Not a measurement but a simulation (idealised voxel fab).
Process module, titled voxel self aligned vias
Section shown: cut. Width: 270 nm. Cell size: 5 nm, square.
Heads up, the way a cross-section reads in here is a grid of square cells, handed over as bands from the top down, with every band being one or more rows of cells. Look at the band entry: it leads with the top's height and the bottom's height in nm. Then it lists the materials left to right, with a width in nm for each. The word "all across" on a single material says that material fills the band edge to edge. The word "blank" is empty space. The reference from which all heights are counted is 0, the level beneath which the as-received wafer is entirely one material; the lowest band, having no lower bound, proceeds downward and is written after the example "z 0 and below". The notation "30->40" denotes a width that varies across the rows of cells in the band, beginning at the first number in the top row, finishing at the second number in the bottom row, and changing by an identical amount from each row to the next. Reading "remained the same" for a step: not a cell of the cross-section changed in it. "Closed internal voids": empty spaces of 8 cells or more with no open way to the top, each given as width x height at distance, distance from the left edge, all in nm. Formally, on a step line, whatever follows the settings is a remark that the simulator itself makes on the step. overlay nm: how far to the right of its planned place the mask lay on this masked step (negative: to the left).

Here's what the planned process steps look like:
1: RECEIVE: material Si
2: CONFORMAL_DEP: material SiO2, thk nm 10
3: CONFORMAL_DEP: material SiCN, thk nm 5
4: DIRECTIONAL_DEP: material SiO2, thk nm 20
5: MASKED_ETCH: tone open, mask id LINES, width nm 30, pitch nm 60, etch materials SiO2, depth nm 20, overlay nm -15
6: CONFORMAL_DEP: material TiN, thk nm 5
7: FILL_DEP: material Ru, thk nm 10
8: CMP: height nm 35
9: SELECTIVE_ETCH: etch materials W Ru TiN, depth nm 10
10: FILL_DEP: material SiN, thk nm 10
11: CMP: height nm 35
12: DIRECTIONAL_DEP: material SiO2, thk nm 15
13: MASKED_ETCH: tone open, mask id VIAS, width nm 40, etch materials SiO2, depth nm 15, overlay nm 0
14: MASKED_ETCH: tone open, mask id VIAS, width nm 40, etch materials SiN, depth nm 10, overlay nm 0
15: CONFORMAL_DEP: material TiN, thk nm 5
16: FILL_DEP: material Ru, thk nm 10
17: CMP: height nm 50
18: CONFORMAL_DEP: material SiN, thk nm 5
Every wafer here starts from the same state; it is the step 5 overlay nm that distinguishes them, and the value the plan gives belongs to the first wafer.

Received wafers, first of several: cross-section after step 1:
    z 0 and below: Si all across
    Closed internal voids: none

First of several wafers, sectioned at end of module (last step: step 18):
    z 55 to 50: SiN all across
    z 50 to 40: SiO2 85 nm  TiN 5 nm  Ru 30 nm  TiN 5 nm  SiO2 145 nm
    z 40 to 35: SiO2 85 nm  TiN 5 nm  Ru 10 nm  TiN 25 nm  SiO2 145 nm
    z 35 to 30: SiO2 75 nm  SiN 10 nm  TiN 5 nm  Ru 10 nm  TiN 5 nm  SiO2 30 nm  SiN 30 nm  SiO2 105 nm
    z 30 to 25: SiO2 75 nm  SiN 10 nm  TiN 20 nm  SiO2 30 nm  SiN 30 nm  SiO2 105 nm
    z 25 to 20: SiO2 75 nm  TiN 5 nm  Ru 20 nm  TiN 5 nm  SiO2 30 nm  TiN 5 nm  Ru 20 nm  TiN 5 nm  SiO2 105 nm
    z 20 to 15: SiO2 75 nm  TiN 30 nm  SiO2 30 nm  TiN 30 nm  SiO2 105 nm
    z 15 to 10: SiCN all across
    z 10 to 0: SiO2 all across
    z 0 and below: Si all across
    Closed internal voids: none

The final wafer, sectioned at module end:
    z 55 to 50: SiN all across
    z 50 to 40: SiO2 85 nm  TiN 5 nm  Ru 30 nm  TiN 5 nm  SiO2 145 nm
    z 40 to 35: SiO2 85 nm  TiN 25 nm  Ru 10 nm  TiN 5 nm  SiO2 145 nm
    z 35 to 30: SiO2 105 nm  TiN 5 nm  Ru 10 nm  TiN 5 nm  SiN 10 nm  SiO2 30 nm  SiN 30 nm  SiO2 75 nm
    z 30 to 25: SiO2 105 nm  TiN 20 nm  SiN 10 nm  SiO2 30 nm  SiN 30 nm  SiO2 75 nm
    z 25 to 20: SiO2 105 nm  TiN 5 nm  Ru 20 nm  TiN 5 nm  SiO2 30 nm  TiN 5 nm  Ru 20 nm  TiN 5 nm  SiO2 75 nm
    z 20 to 15: SiO2 105 nm  TiN 30 nm  SiO2 30 nm  TiN 30 nm  SiO2 75 nm
    z 15 to 10: SiCN all across
    z 10 to 0: SiO2 all across
    z 0 and below: Si all across
    Closed internal voids: none

Each wafer at the end: cells of each material gained (+) or lost (-) since it was received, then its closed voids:
overlay nm -15, +24 Ru, +54 SiCN, +70 SiN, +414 SiO2, +32 TiN, Closed internal voids: none
overlay nm -10, +26 Ru, +54 SiCN, +68 SiN, +414 SiO2, +32 TiN, Closed internal voids: none
overlay nm -5, +28 Ru, +54 SiCN, +66 SiN, +414 SiO2, +32 TiN, Closed internal voids: none
overlay nm 0, +28 Ru, +54 SiCN, +66 SiN, +414 SiO2, +32 TiN, Closed internal voids: none
overlay nm 5, +28 Ru, +54 SiCN, +66 SiN, +414 SiO2, +32 TiN, Closed internal voids: none
overlay nm 10, +26 Ru, +54 SiCN, +68 SiN, +414 SiO2, +32 TiN, Closed internal voids: none
overlay nm 15, +24 Ru, +54 SiCN, +70 SiN, +414 SiO2, +32 TiN, Closed internal voids: none
